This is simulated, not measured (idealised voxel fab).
Process module name: voxel fin reveal
It is cross-section cut that appears here, measuring 150 nm in width, its square cells being 5 nm in size.
Just so we're on the same page, the cross-sections are grids of square cells, and they're listed out in bands top to bottom, each band one or more rows deep.
What a band's entry tells you: where the top is and where the bottom is, as heights in nm, and after that what lies inside, material by material from left to right, each with its width in nm. Empty space is written as the word "blank", and a single material marked with the word "all across" occupies the band from edge to edge.
Ref level 0: as-received wafer is one material below here. Bottom band extends down with no lower bound ("0 down").
A width such as "30->40" changes by the same amount from each row of cells to the next, from the band's top row to its bottom row.
"nothing was modified" for a step: no cell of the cross-section changed in that step.
"Fully closed voids" specifies each empty space that is not open to the top and that occupies no fewer than 8 cells, using the form width x height at distance, the distance measured from the left edge and all three quantities in nm.
It should be noted that, on the line of a given step, the content following the step's settings is a remark produced by the simulator itself with respect to that step.
overlay nm, on a step with a mask: how far to the right of its planned place the mask lay; to the left if negative
### Intended process steps
1: RECEIVE: material Si
2: CONFORMAL_DEP: material SiN, thk nm 10
3: DIRECTIONAL_DEP: material aC, thk nm 15
4: PATTERN: tone cover, mask id FINS, material resist, width nm 15, pitch nm 40, thk nm 30, overlay nm 0
5: DIRECTIONAL_ETCH: etch materials aC, depth nm 15
6: STRIP: etch materials resist
7: DIRECTIONAL_ETCH: etch materials SiN, depth nm 10
8: DIRECTIONAL_ETCH: etch materials Si, depth nm 40
9: STRIP: etch materials aC
10: OXIDIZE: depth nm 5
11: FILL_DEP: material SiO2, thk nm 15
12: CMP: height nm 10
13: SELECTIVE_ETCH: etch materials SiO2, depth nm 35
14: STRIP: etch materials SiN
### Wafer at receipt (post step 1), cross-section
    0 down: Si all across
    Fully closed voids: none
### End-of-module cross-section. Starting structure and process plan as above; one mistake made in running it
    0 to -45: 30 nm blank  5 nm Si  35 nm blank  5 nm Si  35 nm blank  5 nm Si  35 nm blank
    -45 down: Si all across
    Fully closed voids: none
What was the processing mistake? yeah, plan step 13 got run twice
